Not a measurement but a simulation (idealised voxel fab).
Presented below is a process module, voxel capacitor over wiring.
In the cross-section labelled cut, the width is 190 nm and each square cell is 5 nm.
Cross-section = grid of square cells, listed top down in bands; band = one or more rows.
A band entry consists of two parts. The first gives the height of the band's top and the height of its bottom, in nm. The rest lists the band's materials from left to right, each with its width in nm. A single material labelled with the word "edge to edge" fills the band from edge to edge, and the word "empty" marks empty space.
Counting heights begins at 0, where everything beneath is, in the wafer as received, one material. The lowest band has no bottom; it goes on downwards, as "0 nm and below" shows.
The two numbers in a width such as "30 to 40" mark its ends across the band: the first belongs to the top row of cells, the second to the bottom row, and from each row to the next the width moves by the same amount.
"no alteration" for a step: no cell of the cross-section changed in that step.
If an empty space has no open way to the top and is at least 8 cells in size, "Enclosed cavity list" lists it, written width x height at distance, where distance is measured from the left edge and every value is in nm.
That trailing text on a step's line, after the settings, is the simulator's own remark on the step.
Steps that use a mask can have "overlay nm" on their line. It says how far the mask sat to the right of where it was meant to be. Negative means to the left.
The planned process steps are enumerated hereunder
- 1: RECEIVE, material Si
- 2: CONFORMAL_DEP, material SiO2, thk nm 15
- 3: DIRECTIONAL_DEP, material TiN, thk nm 5
- 4: DIRECTIONAL_DEP, material Ru, thk nm 15
- 5: PATTERN, tone cover, mask id METAL_1, material resist, width nm 30, pitch nm 95, thk nm 20, overlay nm 0
- 6: DIRECTIONAL_ETCH, etch materials Ru, depth nm 15
- 7: DIRECTIONAL_ETCH, etch materials TiN, depth nm 5
- 8: STRIP, etch materials resist
- 9: FILL_DEP, material lowk, thk nm 5
- 10: CMP, height nm 35
- 11: CONFORMAL_DEP, material SiCN, thk nm 5
- 12: DIRECTIONAL_DEP, material SiO2, thk nm 20
- 13: DIRECTIONAL_DEP, material aC, thk nm 10
- 14: PATTERN, tone open, mask id PLUG_1, material resist, width nm 15, thk nm 25, overlay nm 0
- 15: DIRECTIONAL_ETCH, etch materials aC, depth nm 10
- 16: STRIP, etch materials resist
- 17: DIRECTIONAL_ETCH, etch materials SiO2, depth nm 20
- 18: DIRECTIONAL_ETCH, etch materials SiCN, depth nm 5
- 19: STRIP, etch materials aC
- 20: EPI, material Ru, thk nm 10
- 21: EPI, material Ru, thk nm 10
- 22: EPI, material Ru, thk nm 5
- 23: DIRECTIONAL_DEP, material TiN, thk nm 5
- 24: DIRECTIONAL_DEP, material Al2O3, thk nm 5
- 25: DIRECTIONAL_DEP, material TiN, thk nm 10
- 26: DIRECTIONAL_DEP, material aC, thk nm 10
- 27: PATTERN, tone cover, mask id UPPER_PLATE, material resist, width nm 70, thk nm 25, overlay nm 0
- 28: DIRECTIONAL_ETCH, etch materials aC, depth nm 10
- 29: STRIP, etch materials resist
- 30: DIRECTIONAL_ETCH, etch materials TiN, depth nm 10
- 31: DIRECTIONAL_ETCH, etch materials Al2O3, depth nm 5
- 32: STRIP, etch materials aC
- 33: DIRECTIONAL_DEP, material aC, thk nm 15
- 34: PATTERN, tone cover, mask id LOWER_PLATE, material resist, width nm 80, thk nm 35, overlay nm 0
- 35: DIRECTIONAL_ETCH, etch materials aC, depth nm 15
- 36: STRIP, etch materials resist
- 37: DIRECTIONAL_ETCH, etch materials TiN, depth nm 5
- 38: STRIP, etch materials aC
- 39: FILL_DEP, material SiO2, thk nm 15
- 40: CMP, height nm 90
- 41: MASKED_ETCH, tone open, mask id PLUG_2, width nm 15, etch materials SiO2, depth nm 10, overlay nm 0
- 42: CONFORMAL_DEP, material TiN, thk nm 5
- 43: FILL_DEP, material W, thk nm 10
- 44: CMP, height nm 90
- 45: CONFORMAL_DEP, material SiCN, thk nm 5
Account of the first of two wafers, which was processed as intended
Here's what the wafer looked like in cross-section when it arrived - that's after step 1
* 0 nm and below: Si edge to edge
* Enclosed cavity list: none
Cross-sectional representation of the wafer at the conclusion of step 2
* 15 nm to 0 nm: SiO2 edge to edge
* Everything below 0 is unchanged.
Cross-sectional representation of the wafer at the conclusion of step 3
* 20 nm to 15 nm: TiN edge to edge
* Everything below 15 is unchanged.
Cross-sectional representation of the wafer at the conclusion of step 4
* 35 nm to 20 nm: Ru edge to edge
* Everything below 20 is unchanged.
Cross-sectional representation of the wafer at the conclusion of step 5
* 55 nm to 35 nm: 30 nm empty; 30 nm resist; 65 nm empty; 30 nm resist; 35 nm empty
* Everything below 35 is unchanged.
Cross-sectional representation of the wafer at the conclusion of step 6
* 55 nm to 35 nm: 30 nm empty; 30 nm resist; 65 nm empty; 30 nm resist; 35 nm empty
* 35 nm to 20 nm: 30 nm empty; 30 nm Ru; 65 nm empty; 30 nm Ru; 35 nm empty
* Everything below 20 is unchanged.
Cross-sectional representation of the wafer at the conclusion of step 7
* 55 nm to 35 nm: 30 nm empty; 30 nm resist; 65 nm empty; 30 nm resist; 35 nm empty
* 35 nm to 20 nm: 30 nm empty; 30 nm Ru; 65 nm empty; 30 nm Ru; 35 nm empty
* 20 nm to 15 nm: 30 nm empty; 30 nm TiN; 65 nm empty; 30 nm TiN; 35 nm empty
* Everything below 15 is unchanged.
Cross-sectional representation of the wafer at the conclusion of step 8
* 35 nm to 20 nm: 30 nm empty; 30 nm Ru; 65 nm empty; 30 nm Ru; 35 nm empty
* Everything below 20 is unchanged.
Cross-sectional representation of the wafer at the conclusion of step 9
* 40 nm to 35 nm: lowk edge to edge
* 35 nm to 20 nm: 30 nm lowk; 30 nm Ru; 65 nm lowk; 30 nm Ru; 35 nm lowk
* 20 nm to 15 nm: 30 nm lowk; 30 nm TiN; 65 nm lowk; 30 nm TiN; 35 nm lowk
* Everything below 15 is unchanged.
Cross-sectional representation of the wafer at the conclusion of step 10
* 35 nm to 20 nm: 30 nm lowk; 30 nm Ru; 65 nm lowk; 30 nm Ru; 35 nm lowk
* Everything below 20 is unchanged.
Cross-sectional representation of the wafer at the conclusion of step 11
* 40 nm to 35 nm: SiCN edge to edge
* Everything below 35 is unchanged.
Cross-sectional representation of the wafer at the conclusion of step 12
* 60 nm to 40 nm: SiO2 edge to edge
* Everything below 40 is unchanged.
Cross-sectional representation of the wafer at the conclusion of step 13
* 70 nm to 60 nm: aC edge to edge
* Everything below 60 is unchanged.
Cross-sectional representation of the wafer at the conclusion of step 14
* 95 nm to 70 nm: 45 nm resist; 15 nm empty; 130 nm resist
* Everything below 70 is unchanged.
Cross-sectional representation of the wafer at the conclusion of step 15
* 85 nm to 70 nm: 45 nm resist; 15 nm empty; 130 nm resist
* 70 nm to 60 nm: 45 nm aC; 15 nm empty; 130 nm aC
* Everything below 60 is unchanged.
Cross-sectional representation of the wafer at the conclusion of step 16
* 70 nm to 60 nm: 45 nm aC; 15 nm empty; 130 nm aC
* Everything below 60 is unchanged.
Cross-sectional representation of the wafer at the conclusion of step 17
* 70 nm to 60 nm: 45 nm aC; 15 nm empty; 130 nm aC
* 60 nm to 40 nm: 45 nm SiO2; 15 nm empty; 130 nm SiO2
* Everything below 40 is unchanged.
Cross-sectional representation of the wafer at the conclusion of step 18
* 70 nm to 60 nm: 45 nm aC; 15 nm empty; 130 nm aC
* 60 nm to 40 nm: 45 nm SiO2; 15 nm empty; 130 nm SiO2
* 40 nm to 35 nm: 45 nm SiCN; 15 nm empty; 130 nm SiCN
* Everything below 35 is unchanged.
Cross-sectional representation of the wafer at the conclusion of step 19
* 60 nm to 40 nm: 45 nm SiO2; 15 nm empty; 130 nm SiO2
* Everything below 40 is unchanged.
Cross-sectional representation of the wafer at the conclusion of step 20
* 60 nm to 45 nm: 45 nm SiO2; 15 nm empty; 130 nm SiO2
* 45 nm to 40 nm: 45 nm SiO2; 15 nm Ru; 130 nm SiO2
* 40 nm to 35 nm: 45 nm SiCN; 15 nm Ru; 130 nm SiCN
* Everything below 35 is unchanged.
Cross-sectional representation of the wafer at the conclusion of step 21
* 60 nm to 55 nm: 45 nm SiO2; 15 nm empty; 130 nm SiO2
* 55 nm to 40 nm: 45 nm SiO2; 15 nm Ru; 130 nm SiO2
* Everything below 40 is unchanged.
Cross-sectional representation of the wafer at the conclusion of step 22
* 60 nm to 40 nm: 45 nm SiO2; 15 nm Ru; 130 nm SiO2
* Everything below 40 is unchanged.
Cross-sectional representation of the wafer at the conclusion of step 23
* 65 nm to 60 nm: TiN edge to edge
* Everything below 60 is unchanged.
Cross-sectional representation of the wafer at the conclusion of step 24
* 70 nm to 65 nm: Al2O3 edge to edge
* Everything below 65 is unchanged.
Cross-sectional representation of the wafer at the conclusion of step 25
* 80 nm to 70 nm: TiN edge to edge
* Everything below 70 is unchanged.
Cross-sectional representation of the wafer at the conclusion of step 26
* 90 nm to 80 nm: aC edge to edge
* Everything below 80 is unchanged.
Cross-sectional representation of the wafer at the conclusion of step 27
* 115 nm to 90 nm: 45 nm empty; 70 nm resist; 75 nm empty
* Everything below 90 is unchanged.
Cross-sectional representation of the wafer at the conclusion of step 28
* 105 nm to 90 nm: 45 nm empty; 70 nm resist; 75 nm empty
* 90 nm to 80 nm: 45 nm empty; 70 nm aC; 75 nm empty
* Everything below 80 is unchanged.
Cross-sectional representation of the wafer at the conclusion of step 29
* 90 nm to 80 nm: 45 nm empty; 70 nm aC; 75 nm empty
* Everything below 80 is unchanged.
Cross-sectional representation of the wafer at the conclusion of step 30
* 90 nm to 80 nm: 45 nm empty; 70 nm aC; 75 nm empty
* 80 nm to 70 nm: 45 nm empty; 70 nm TiN; 75 nm empty
* Everything below 70 is unchanged.
Cross-sectional representation of the wafer at the conclusion of step 31
* 90 nm to 80 nm: 45 nm empty; 70 nm aC; 75 nm empty
* 80 nm to 70 nm: 45 nm empty; 70 nm TiN; 75 nm empty
* 70 nm to 65 nm: 45 nm empty; 70 nm Al2O3; 75 nm empty
* Everything below 65 is unchanged.
Cross-sectional representation of the wafer at the conclusion of step 32
* 80 nm to 70 nm: 45 nm empty; 70 nm TiN; 75 nm empty
* Everything below 70 is unchanged.
Cross-sectional representation of the wafer at the conclusion of step 33
* 95 nm to 80 nm: 45 nm empty; 70 nm aC; 75 nm empty
* 80 nm to 70 nm: 45 nm aC; 70 nm TiN; 75 nm aC
* 70 nm to 65 nm: 45 nm aC; 70 nm Al2O3; 75 nm aC
* Everything below 65 is unchanged.
Cross-sectional representation of the wafer at the conclusion of step 34
* 130 nm to 95 nm: 40 nm empty; 80 nm resist; 70 nm empty
* 95 nm to 80 nm: 40 nm empty; 5 nm resist; 70 nm aC; 5 nm resist; 70 nm empty
* Everything below 80 is unchanged.
Cross-sectional representation of the wafer at the conclusion of step 35
* 115 nm to 95 nm: 40 nm empty; 80 nm resist; 70 nm empty
* 95 nm to 80 nm: 40 nm empty; 5 nm resist; 70 nm aC; 5 nm resist; 70 nm empty
* 80 nm to 70 nm: 40 nm empty; 5 nm aC; 70 nm TiN; 5 nm aC; 70 nm empty
* 70 nm to 65 nm: 40 nm empty; 5 nm aC; 70 nm Al2O3; 5 nm aC; 70 nm empty
* Everything below 65 is unchanged.
Cross-sectional representation of the wafer at the conclusion of step 36
* 95 nm to 80 nm: 45 nm empty; 70 nm aC; 75 nm empty
* Everything below 80 is unchanged.
Cross-sectional representation of the wafer at the conclusion of step 37
* 95 nm to 80 nm: 45 nm empty; 70 nm aC; 75 nm empty
* 80 nm to 70 nm: 40 nm empty; 5 nm aC; 70 nm TiN; 5 nm aC; 70 nm empty
* 70 nm to 65 nm: 40 nm empty; 5 nm aC; 70 nm Al2O3; 5 nm aC; 70 nm empty
* 65 nm to 60 nm: 40 nm empty; 80 nm TiN; 70 nm empty
* Everything below 60 is unchanged.
Cross-sectional representation of the wafer at the conclusion of step 38
* 80 nm to 70 nm: 45 nm empty; 70 nm TiN; 75 nm empty
* 70 nm to 65 nm: 45 nm empty; 70 nm Al2O3; 75 nm empty
* Everything below 65 is unchanged.
Cross-sectional representation of the wafer at the conclusion of step 39
* 95 nm to 80 nm: SiO2 edge to edge
* 80 nm to 70 nm: 45 nm SiO2; 70 nm TiN; 75 nm SiO2
* 70 nm to 65 nm: 45 nm SiO2; 70 nm Al2O3; 75 nm SiO2
* 65 nm to 60 nm: 40 nm SiO2; 80 nm TiN; 70 nm SiO2
* Everything below 60 is unchanged.
Cross-sectional representation of the wafer at the conclusion of step 40
* 90 nm to 80 nm: SiO2 edge to edge
* Everything below 80 is unchanged.
Cross-sectional representation of the wafer at the conclusion of step 41
* 90 nm to 80 nm: 55 nm SiO2; 15 nm empty; 120 nm SiO2
* Everything below 80 is unchanged.
Cross-sectional representation of the wafer at the conclusion of step 42
* 95 nm to 90 nm: 60 nm TiN; 5 nm empty; 125 nm TiN
* 90 nm to 85 nm: 55 nm SiO2; 5 nm TiN; 5 nm empty; 5 nm TiN; 120 nm SiO2
* 85 nm to 80 nm: 55 nm SiO2; 15 nm TiN; 120 nm SiO2
* Everything below 80 is unchanged.
Cross-sectional representation of the wafer at the conclusion of step 43
* 105 nm to 95 nm: W edge to edge
* 95 nm to 90 nm: 60 nm TiN; 5 nm W; 125 nm TiN
* 90 nm to 85 nm: 55 nm SiO2; 5 nm TiN; 5 nm W; 5 nm TiN; 120 nm SiO2
* Everything below 85 is unchanged.
Cross-sectional representation of the wafer at the conclusion of step 44
* 90 nm to 85 nm: 55 nm SiO2; 5 nm TiN; 5 nm W; 5 nm TiN; 120 nm SiO2
* Everything below 85 is unchanged.
Cross-sectional representation of the wafer at the conclusion of step 45
* 95 nm to 90 nm: SiCN edge to edge
* Everything below 90 is unchanged.
What follows concerns the second wafer, which started out like the first and was meant to follow the very same plan; one mistake crept in when it was run, but everything up to and including step 40 is the same as for the first wafer
At the planned end of step 41, the second wafer in cross-section
* 90 nm to 80 nm: 55 nm SiO2; 20 nm empty; 115 nm SiO2
* Everything below 80 is unchanged.
At the planned end of step 42, the second wafer in cross-section
* 95 nm to 90 nm: 60 nm TiN; 10 nm empty; 120 nm TiN
* 90 nm to 85 nm: 55 nm SiO2; 5 nm TiN; 10 nm empty; 5 nm TiN; 115 nm SiO2
* 85 nm to 80 nm: 55 nm SiO2; 20 nm TiN; 115 nm SiO2
* Everything below 80 is unchanged.
At the planned end of step 43, the second wafer in cross-section
* 105 nm to 95 nm: W edge to edge
* 95 nm to 90 nm: 60 nm TiN; 10 nm W; 120 nm TiN
* 90 nm to 85 nm: 55 nm SiO2; 5 nm TiN; 10 nm W; 5 nm TiN; 115 nm SiO2
* Everything below 85 is unchanged.
At the planned end of step 44, the second wafer in cross-section
* 90 nm to 85 nm: 55 nm SiO2; 5 nm TiN; 10 nm W; 5 nm TiN; 115 nm SiO2
* Everything below 85 is unchanged.
At the planned end of step 45, the second wafer in cross-section
* 95 nm to 90 nm: SiCN edge to edge
* Everything below 90 is unchanged.
Nonconformance to the process plan: step 41 ran as: MASKED_ETCH, tone open, mask id PLUG_2, width nm 20, etch materials SiO2, depth nm 10, overlay nm 0
Wafer comparison, final, in cells, second relative to first, materials more or fewer: -2 SiO2, +1 TiN, +1 W
